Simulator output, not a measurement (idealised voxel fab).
process module | voxel plated lines
cross-section cut | 270 nm wide | cells 5 nm
A cross-section is a grid of square cells, given in bands from the top down. A band is one or more rows of cells.
Each band's line starts with the height of the band's top and of its bottom, in nm. Then come its materials from left to right, each with its width in nm. One material with "throughout" fills the band from edge to edge. "air" is empty space.
Height 0 is the level under which the wafer as received is all one material. The lowest band goes on downwards, as in "0 down".
A width such as "30 to 40" changes by the same amount from each row of cells to the next, from the band's top row to its bottom row.
"no change" after a step means that no cell of the cross-section changed.
closed voids: empty space of 8 cells or more with no open way to the top, each as width x height at its distance from the left edge, in nm
after a step's settings: what the simulator itself notes on the step
overlay nm, on a step with a mask: how far to the right of its planned place the mask lay; to the left if negative
plan
1 op RECEIVE | material Si
2 op CONFORMAL_DEP | material SiO2 | thk nm 10
3 op DIRECTIONAL_DEP | material TiN | thk nm 5
4 op PATTERN | tone open | mask id LINES | material resist | width nm 25 | pitch nm 40 | thk nm 20 | overlay nm 0
5 op EPI | material Ru | thk nm 5
6 op STRIP | etch materials resist
7 op DIRECTIONAL_ETCH | etch materials TiN | depth nm 5
8 op CONFORMAL_DEP | material SiN | thk nm 5
as received, after step 1
  0 down: Si throughout
  closed voids: none
a wafer at the end: this start, this plan, one mistake
  25 to 20: air 80 | SiN 35 | air 5 | SiN 35 | air 5 | SiN 35 | air 75
  20 to 15: air 80 | SiN 5 | Ru 25 | SiN 5 | air 5 | SiN 5 | Ru 25 | SiN 5 | air 5 | SiN 5 | Ru 25 | SiN 5 | air 75
  15 to 10: SiN 85 | TiN 25 | SiN 15 | TiN 25 | SiN 15 | TiN 25 | SiN 80
  10 to 0: SiO2 throughout
  0 down: Si throughout
  closed voids: none
what went wrong: step 4 ran as: op PATTERN | tone open | mask id LINES | material resist | width nm 25 | pitch nm 40 | thk nm 20 | overlay nm 5
